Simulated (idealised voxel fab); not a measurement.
voxel tone inversion: a process module
The cross-section on display is named cut; it measures 300 nm wide, and its cells are 5 nm squares.
Format of a cross-section: grid, square cells. Given as bands. Order: top down. Band: one or more rows of cells.
Top, bottom (nm), then materials left to right with widths (nm); lone material tagged "everywhere" fills the whole band edge to edge; "blank" = empty space.
Ref level 0: as-received wafer is one material below here. Bottom band extends down with no lower bound ("0 -> down").
The width entry "30..40" should be interpreted row by row: the top row of cells in the band takes the first number, the bottom row takes the second number, and the change between adjacent rows is uniform throughout.
"identical to before" (step): cross-section cells unchanged, all of them.
"Trapped cavities" - sealed voids, min. 8 cells, no opening to top; format: width x height at distance (distance from left edge; nm throughout).
Formally, on a step line, whatever follows the settings is a remark that the simulator itself makes on the step.
The "overlay nm" setting may appear on a step's line; for a step that uses a mask, it gives how far to the right of its planned position the mask lay, and a negative value indicates the left.
### The following list gives the planned process steps
| 1 | RECEIVE: material Si |
| 2 | CONFORMAL_DEP: material SiCN, thk nm 5 |
| 3 | DIRECTIONAL_DEP: material polySi, thk nm 15 |
| 4 | PATTERN: tone cover, mask id POSTS, material resist, width nm 20, pitch nm 40, thk nm 25, overlay nm -15 |
| 5 | DIRECTIONAL_ETCH: etch materials polySi, depth nm 15 |
| 6 | STRIP: etch materials resist |
| 7 | FILL_DEP: material SiO2, thk nm 5 |
| 8 | CMP: height nm 20 |
| 9 | STRIP: etch materials polySi |
Quick note for whoever runs this: the wafers start identical, but the overlay nm at step 4 isn't the same across them. The plan just shows what the first wafer had.
### Cut through the first of several wafers as received, post step 1
- 0 -> down | Si everywhere
- Trapped cavities: none
### What follows is a table in which each wafer occupies a row; for the wafer as it stands at the close of the module, the row states, material by material, how many cells have been gained (+) or lost (-) since receipt, and then gives its closed voids
overlay nm -15; +60 SiCN; +156 SiO2; Trapped cavities: none
overlay nm -10; +60 SiCN; +156 SiO2; Trapped cavities: none
overlay nm -5; +60 SiCN; +156 SiO2; Trapped cavities: none
overlay nm 0; +60 SiCN; +156 SiO2; Trapped cavities: none
overlay nm 5; +60 SiCN; +156 SiO2; Trapped cavities: none
overlay nm 10; +60 SiCN; +156 SiO2; Trapped cavities: none
overlay nm 15; +60 SiCN; +156 SiO2; Trapped cavities: none
